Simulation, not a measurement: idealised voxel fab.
process module | voxel wiring stack
cross-section cut | 285 nm wide | cells 5 nm
A cross-section is a grid of square cells, given in bands from the top down. A band is one or more rows of cells.
Each band's line starts with the height of the band's top and of its bottom, in nm. Then come its materials from left to right, each with its width in nm. One material with "throughout" fills the band from edge to edge. "air" is empty space.
Height 0 is the level under which the wafer as received is all one material. The lowest band goes on downwards, as in "0 down".
A width such as "30 to 40" changes by the same amount from each row of cells to the next, from the band's top row to its bottom row.
"no change" after a step means that no cell of the cross-section changed.
closed voids: empty space of 8 cells or more with no open way to the top, each as width x height at its distance from the left edge, in nm
after a step's settings: what the simulator itself notes on the step
overlay nm, on a step with a mask: how far to the right of its planned place the mask lay; to the left if negative
plan
1 op RECEIVE | material Si
2 op CONFORMAL_DEP | material SiO2 | thk nm 15
3 op DIRECTIONAL_DEP | material TiN | thk nm 5
4 op DIRECTIONAL_DEP | material Ru | thk nm 15
5 op PATTERN | tone cover | mask id METAL_1 | material resist | width nm 30 | pitch nm 45 | thk nm 15 | overlay nm 0
6 op DIRECTIONAL_ETCH | etch materials Ru | depth nm 15
7 op DIRECTIONAL_ETCH | etch materials TiN | depth nm 5
8 op STRIP | etch materials resist
9 op CONFORMAL_DEP | material SiCN | thk nm 5
10 op FILL_DEP | material SiO2 | thk nm 10
11 op CMP | height nm 35
12 op CONFORMAL_DEP | material SiCN | thk nm 5
13 op DIRECTIONAL_DEP | material lowk | thk nm 20
14 op DIRECTIONAL_DEP | material aC | thk nm 10
15 op PATTERN | tone open | mask id PLUG_1 | material resist | width nm 15 | thk nm 25 | overlay nm 0
16 op DIRECTIONAL_ETCH | etch materials aC | depth nm 10
17 op STRIP | etch materials resist
18 op DIRECTIONAL_ETCH | etch materials lowk | depth nm 20
19 op DIRECTIONAL_ETCH | etch materials SiCN | depth nm 5
20 op STRIP | etch materials aC
21 op CONFORMAL_DEP | material TiN | thk nm 5
22 op FILL_DEP | material W | thk nm 10
23 op CMP | height nm 60
24 op CONFORMAL_DEP | material SiCN | thk nm 5
25 op DIRECTIONAL_DEP | material SiO2 | thk nm 15
26 op MASKED_ETCH | tone open | mask id METAL_2 | width nm 30 | pitch nm 45 | etch materials SiO2 | depth nm 15 | overlay nm 0
27 op MASKED_ETCH | tone open | mask id METAL_2 | width nm 30 | pitch nm 45 | etch materials SiCN | depth nm 5 | overlay nm 0
28 op CONFORMAL_DEP | material TiN | thk nm 5
29 op FILL_DEP | material Cu | thk nm 10
30 op CMP | height nm 80
31 op CONFORMAL_DEP | material SiCN | thk nm 5
32 op DIRECTIONAL_DEP | material lowk | thk nm 10
33 op MASKED_ETCH | tone open | mask id PLUG_2 | width nm 15 | etch materials lowk | depth nm 10 | overlay nm 0
34 op MASKED_ETCH | tone open | mask id PLUG_2 | width nm 15 | etch materials SiCN | depth nm 5 | overlay nm 0
35 op EPI | material Ru | thk nm 10
36 op EPI | material Ru | thk nm 5
37 op CONFORMAL_DEP | material SiN | thk nm 5
38 op DIRECTIONAL_DEP | material SiO2 | thk nm 15
39 op DIRECTIONAL_DEP | material aC | thk nm 15
40 op PATTERN | tone open | mask id METAL_3 | material resist | width nm 30 | pitch nm 45 | thk nm 35 | overlay nm 0
41 op DIRECTIONAL_ETCH | etch materials aC | depth nm 15
42 op STRIP | etch materials resist
43 op DIRECTIONAL_ETCH | etch materials SiO2 | depth nm 15
44 op DIRECTIONAL_ETCH | etch materials SiN | depth nm 5
45 op STRIP | etch materials aC
46 op CONFORMAL_DEP | material TiN | thk nm 5
47 op FILL_DEP | material Ru | thk nm 10
48 op CMP | height nm 115
49 op CONFORMAL_DEP | material SiCN | thk nm 5
50 op DIRECTIONAL_DEP | material lowk | thk nm 30
51 op PATTERN | tone open | mask id METAL_4_HOLES | material resist | width nm 15 | thk nm 20 | overlay nm 0
52 op DIRECTIONAL_ETCH | etch materials lowk | depth nm 30
53 op STRIP | etch materials resist
54 op PATTERN | tone open | mask id METAL_4 | material resist | width nm 30 | pitch nm 45 | thk nm 15 | overlay nm 0
55 op DIRECTIONAL_ETCH | etch materials lowk | depth nm 20
56 op DIRECTIONAL_ETCH | etch materials SiCN | depth nm 5
57 op STRIP | etch materials resist
58 op CONFORMAL_DEP | material TiN | thk nm 5
59 op FILL_DEP | material Cu | thk nm 5
60 op CMP | height nm 150
61 op CONFORMAL_DEP | material SiN | thk nm 5
as received, after step 1
  0 down: Si throughout
  closed voids: none
a wafer at the end: this start, this plan, one mistake
  155 to 150: SiN throughout
  150 to 135: lowk 105 | TiN 5 | Cu 15 | TiN 5 | lowk 25 | TiN 5 | Cu 10 | TiN 5 | lowk 110
  135 to 130: lowk 105 | TiN 5 | Cu 5 | TiN 15 | lowk 25 | TiN 20 | lowk 110
  130 to 125: lowk 105 | TiN 5 | Cu 5 | TiN 5 | lowk 165
  125 to 120: lowk 105 | TiN 15 | lowk 165
  120 to 115: SiCN 110 | TiN 10 | SiCN 165
  115 to 100: SiO2 105 | TiN 5 | Ru 20 | TiN 5 | SiO2 15 | TiN 5 | Ru 20 | TiN 5 | SiO2 105
  100 to 95: SiN 105 | TiN 30 | SiN 15 | TiN 30 | SiN 105
  95 to 85: lowk 105 | Ru 15 | lowk 165
  85 to 80: SiCN 105 | Ru 15 | SiCN 165
  80 to 65: SiO2 105 | TiN 5 | Cu 20 | TiN 5 | SiO2 15 | TiN 5 | Cu 20 | TiN 5 | SiO2 105
  65 to 60: SiCN 105 | TiN 30 | SiCN 15 | TiN 30 | SiCN 105
  60 to 40: lowk 105 | TiN 5 | W 5 | TiN 5 | lowk 165
  40 to 35: SiCN 105 | TiN 15 | SiCN 165
  35 to 20: SiO2 100 | SiCN 5 | Ru 30 | SiCN 5 | SiO2 5 | SiCN 5 | Ru 30 | SiCN 5 | SiO2 100
  20 to 15: SiCN 105 | TiN 30 | SiCN 15 | TiN 30 | SiCN 105
  15 to 0: SiO2 throughout
  0 down: Si throughout
  closed voids: none
what went wrong: step 54 ran as: op PATTERN | tone open | mask id METAL_4 | material resist | width nm 20 | pitch nm 45 | thk nm 15 | overlay nm 0
